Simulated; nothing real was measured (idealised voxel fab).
The name of this process module is voxel transistor to metal.
Cross-sectional view cut (width: 175 nm; square cell size: 5 nm).
Reading order for cross-sections: top band down to bottom band. Underlying form: a grid of square cells. Band size: one or more rows of cells.
Top, bottom (nm), then materials left to right with widths (nm); lone material tagged "throughout" fills the whole band edge to edge; "air" = empty space.
Height datum 0, below which the as-received substrate wafer is one material. Lowest band open at the bottom, running downward: "from 0 down".
It should be noted that a width expressed as "30 to 40" varies in equal increments from row to row of cells within the band, taking the value of the first number at the top row and that of the second number at the bottom row.
For the purposes of this document, the phrase "remained the same" attached to a step denotes that no cell within the cross-section was modified by that step.
The label "Sealed internal cavities" introduces a list of the empty spaces, 8 cells or larger, that have no open way up to the top; each entry in it reads width x height at distance, where the distance is taken from the left edge and all three are stated in nm.
Text after the settings on a step's line: the simulator's own remark on that step.
overlay nm, on a step with a mask: how far to the right of its planned place the mask lay; to the left if negative
**So here's the lineup of process steps we planned**
1,RECEIVE | material Si
2,OXIDIZE | depth nm 5
3,CONFORMAL_DEP | material SiN | thk nm 15
4,PATTERN | tone cover | mask id ACTIVE | material resist | width nm 135 | thk nm 20 | overlay nm 0
5,DIRECTIONAL_ETCH | etch materials SiN | depth nm 15
6,DIRECTIONAL_ETCH | etch materials SiO2 | depth nm 5
7,DIRECTIONAL_ETCH | etch materials Si | depth nm 25
8,STRIP | etch materials resist
9,FILL_DEP | material SiO2 | thk nm 15
10,CMP | height nm 15
11,SELECTIVE_ETCH | etch materials SiO2 | depth nm 10
12,STRIP | etch materials SiN
13,SELECTIVE_ETCH | etch materials SiO2 | depth nm 5
14,OXIDIZE | depth nm 5
15,DIRECTIONAL_DEP | material polySi | thk nm 30
16,DIRECTIONAL_DEP | material SiCN | thk nm 15
17,PATTERN | tone cover | mask id GATE | material resist | width nm 35 | thk nm 20 | overlay nm 0
18,DIRECTIONAL_ETCH | etch materials SiCN | depth nm 25
19,DIRECTIONAL_ETCH | etch materials polySi | depth nm 40
20,STRIP | etch materials resist
21,CONFORMAL_DEP | material SiO2 | thk nm 5
22,DIRECTIONAL_ETCH | etch materials SiO2 | depth nm 5
23,CONFORMAL_DEP | material SiN | thk nm 10
24,DIRECTIONAL_ETCH | etch materials SiN | depth nm 10
25,DIRECTIONAL_ETCH | etch materials SiO2 | depth nm 5
26,DIRECTIONAL_ETCH | etch materials Si | depth nm 15
27,EPI | material nSi | thk nm 15
28,FILL_DEP | material SiO2 | thk nm 5
29,CMP | height nm 25
30,STRIP | etch materials polySi
31,SELECTIVE_ETCH | etch materials SiO2 | depth nm 5
32,CONFORMAL_DEP | material HfO2 | thk nm 5
33,CONFORMAL_DEP | material TiN | thk nm 5
34,FILL_DEP | material W | thk nm 5
35,CMP | height nm 20
36,DIRECTIONAL_DEP | material SiO2 | thk nm 10
37,MASKED_ETCH | tone open | mask id CONTACT | width nm 20 | pitch nm 95 | etch materials SiO2 | depth nm 25 | overlay nm 0
38,CONFORMAL_DEP | material TiN | thk nm 5
39,FILL_DEP | material W | thk nm 10
40,CMP | height nm 30
41,DIRECTIONAL_DEP | material TiN | thk nm 5
42,DIRECTIONAL_DEP | material W | thk nm 15
43,DIRECTIONAL_DEP | material aC | thk nm 10
44,PATTERN | tone cover | mask id METAL_1 | material resist | width nm 20 | pitch nm 95 | thk nm 30 | overlay nm 0
45,DIRECTIONAL_ETCH | etch materials aC | depth nm 10
46,STRIP | etch materials resist
47,DIRECTIONAL_ETCH | etch materials W | depth nm 15
48,DIRECTIONAL_ETCH | etch materials TiN | depth nm 5
49,STRIP | etch materials aC
50,CONFORMAL_DEP | material SiCN | thk nm 5
51,FILL_DEP | material lowk | thk nm 10
52,CMP | height nm 50
53,CONFORMAL_DEP | material SiCN | thk nm 5
**Step 1 complete: cross-section of the wafer as received**
- from 0 down  Si throughout
- Sealed internal cavities: none
**Look at the cross-section after the module: the wafer started out the way shown above and the plan was the one shown above, yet one mistake was made along the way**
- from 55 to 50  SiCN throughout
- from 50 to 35  lowk=25; SiCN=5; W=20; SiCN=5; lowk=65; SiCN=5; W=20; SiCN=5; lowk=25
- from 35 to 30  SiCN=30; TiN=20; SiCN=75; TiN=20; SiCN=30
- from 30 to 20  SiO2=30; TiN=5; W=10; TiN=5; SiO2=75; TiN=5; W=10; TiN=5; SiO2=30
- from 20 to 10  SiO2=30; TiN=5; W=10; TiN=5; SiO2=5; SiN=10; HfO2=5; TiN=5; W=25; TiN=5; HfO2=5; SiN=10; SiO2=5; TiN=5; W=10; TiN=5; SiO2=30
- from 10 to 5  SiO2=30; TiN=20; SiO2=5; SiN=10; HfO2=5; TiN=5; W=25; TiN=5; HfO2=5; SiN=10; SiO2=5; TiN=20; SiO2=30
- from 5 to 0  nSi=15; SiO2=40; SiN=10; HfO2=5; TiN=35; HfO2=5; SiN=10; SiO2=40; nSi=15
- from 0 to -5  nSi=10; SiN=10; SiO2=45; HfO2=45; SiO2=45; SiN=10; nSi=10
- from -5 to -10  nSi=10; SiO2=155; nSi=10
- from -10 to -25  nSi=10; Si=10; SiO2=135; Si=10; nSi=10
- from -25 to -30  Si=20; SiO2=135; Si=20
- from -30 down  Si throughout
- Sealed internal cavities: none
Nonconformance to the process plan: step 4: run off-plan, actual operation and settings PATTERN | tone open | mask id ACTIVE | material resist | width nm 135 | thk nm 20 | overlay nm 0
